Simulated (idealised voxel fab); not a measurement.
voxel capacitor over wiring: a process module
Cross-sectional view cut (width: 240 nm; square cell size: 5 nm).
In this document a cross-section is written as a grid of square cells. It is given as a series of bands, listed from the top down, and a band is one or more rows of cells. Band: top and bottom heights (nm) first, top before bottom; then materials from left to right, widths in nm. "all across" marks a sole material filling the band edge to edge. "empty" denotes empty space. Note: height 0 marks the level under which the wafer is uniformly one material as received. Lowest band unbounded below, written "from 0 down". Width spec "30..40" -> top row of cells at first value, bottom row at second value, equal per-row change in between. Take "no change occurred" at face value: in the step it is given for, the cross-section changed in none of its cells. The entry "Sealed voids" lists the empty spaces that cover at least 8 cells and have no open path to the top. Each is written as width x height at distance, where the distance is measured from the left edge and all three values are in nm. The remark found on a step's line after its settings is issued by the simulator itself and pertains to that step. "overlay nm" answers the question of how far to the right of plan the mask lay on a step that has a mask, and when it is negative the answer is to the left.
THE STEPS PLANNED FOR THE PROCESS ARE AS FOLLOWS
- 1: RECEIVE [material Si]
- 2: CONFORMAL_DEP [material SiO2] [thk nm 10]
- 3: CONFORMAL_DEP [material SiN] [thk nm 5]
- 4: DIRECTIONAL_DEP [material SiO2] [thk nm 15]
- 5: PATTERN [tone open] [mask id METAL_1] [material resist] [width nm 30] [pitch nm 80] [thk nm 15] [overlay nm 0]
- 6: DIRECTIONAL_ETCH [etch materials SiO2] [depth nm 15]
- 7: DIRECTIONAL_ETCH [etch materials SiN] [depth nm 5]
- 8: STRIP [etch materials resist]
- 9: CONFORMAL_DEP [material TiN] [thk nm 5]
- 10: FILL_DEP [material Cu] [thk nm 5]
- 11: CMP [height nm 30]
- 12: EPI [material Ru] [thk nm 5]
- 13: FILL_DEP [material SiCN] [thk nm 5]
- 14: DIRECTIONAL_DEP [material SiO2] [thk nm 15]
- 15: DIRECTIONAL_DEP [material aC] [thk nm 15]
- 16: PATTERN [tone open] [mask id PLUG_1] [material resist] [width nm 15] [thk nm 30] [overlay nm 0]
- 17: DIRECTIONAL_ETCH [etch materials aC] [depth nm 15]
- 18: STRIP [etch materials resist]
- 19: DIRECTIONAL_ETCH [etch materials SiO2] [depth nm 15]
- 20: DIRECTIONAL_ETCH [etch materials SiCN] [depth nm 5]
- 21: STRIP [etch materials aC]
- 22: CONFORMAL_DEP [material TiN] [thk nm 5]
- 23: FILL_DEP [material W] [thk nm 10]
- 24: CMP [height nm 55]
- 25: DIRECTIONAL_DEP [material TiN] [thk nm 10]
- 26: DIRECTIONAL_DEP [material Al2O3] [thk nm 5]
- 27: DIRECTIONAL_DEP [material TiN] [thk nm 5]
- 28: MASKED_ETCH [tone cover] [mask id UPPER_PLATE] [width nm 55] [etch materials TiN] [depth nm 5] [overlay nm 0]
- 29: MASKED_ETCH [tone cover] [mask id UPPER_PLATE] [width nm 55] [etch materials Al2O3] [depth nm 5] [overlay nm 0]
- 30: MASKED_ETCH [tone cover] [mask id LOWER_PLATE] [width nm 65] [etch materials TiN] [depth nm 10] [overlay nm 0]
- 31: FILL_DEP [material SiO2] [thk nm 20]
- 32: CMP [height nm 90]
- 33: DIRECTIONAL_DEP [material aC] [thk nm 15]
- 34: PATTERN [tone open] [mask id PLUG_2] [material resist] [width nm 15] [thk nm 35] [overlay nm 0]
- 35: DIRECTIONAL_ETCH [etch materials aC] [depth nm 15]
- 36: STRIP [etch materials resist]
- 37: DIRECTIONAL_ETCH [etch materials SiO2] [depth nm 15]
- 38: STRIP [etch materials aC]
- 39: CONFORMAL_DEP [material TiN] [thk nm 5]
- 40: FILL_DEP [material Ru] [thk nm 5]
- 41: CMP [height nm 90]
- 42: CONFORMAL_DEP [material SiN] [thk nm 5]
AS RECEIVED, AFTER STEP 1
  from 0 down: Si all across
  Sealed voids: none
LOOK AT THE CROSS-SECTION AFTER THE MODULE: THE WAFER STARTED OUT THE WAY SHOWN ABOVE AND THE PLAN WAS THE ONE SHOWN ABOVE, YET ONE MISTAKE WAS MADE ALONG THE WAY
  from 95 to 90: SiN all across
  from 90 to 80: Ru: 85 / TiN: 5 / SiO2: 15 / TiN: 5 / Ru: 130
  from 80 to 75: TiN: 90 / SiO2: 15 / TiN: 135
  from 75 to 70: SiO2: 80 / TiN: 55 / SiO2: 105
  from 70 to 65: SiO2: 80 / Al2O3: 55 / SiO2: 105
  from 65 to 55: SiO2: 75 / TiN: 65 / SiO2: 100
  from 55 to 40: SiO2: 80 / TiN: 5 / W: 5 / TiN: 5 / SiO2: 145
  from 40 to 35: SiCN: 80 / TiN: 15 / SiCN: 145
  from 35 to 30: SiCN: 60 / Ru: 40 / SiCN: 40 / Ru: 40 / SiCN: 60
  from 30 to 15: SiO2: 65 / TiN: 5 / Cu: 20 / TiN: 5 / SiO2: 50 / TiN: 5 / Cu: 20 / TiN: 5 / SiO2: 65
  from 15 to 10: SiN: 65 / TiN: 30 / SiN: 50 / TiN: 30 / SiN: 65
  from 10 to 0: SiO2 all across
  from 0 down: Si all across
  Sealed voids: none
What was the processing mistake? not per plan at step 34, really ran PATTERN [tone cover] [mask id PLUG_2] [material resist] [width nm 15] [thk nm 35] [overlay nm 0]
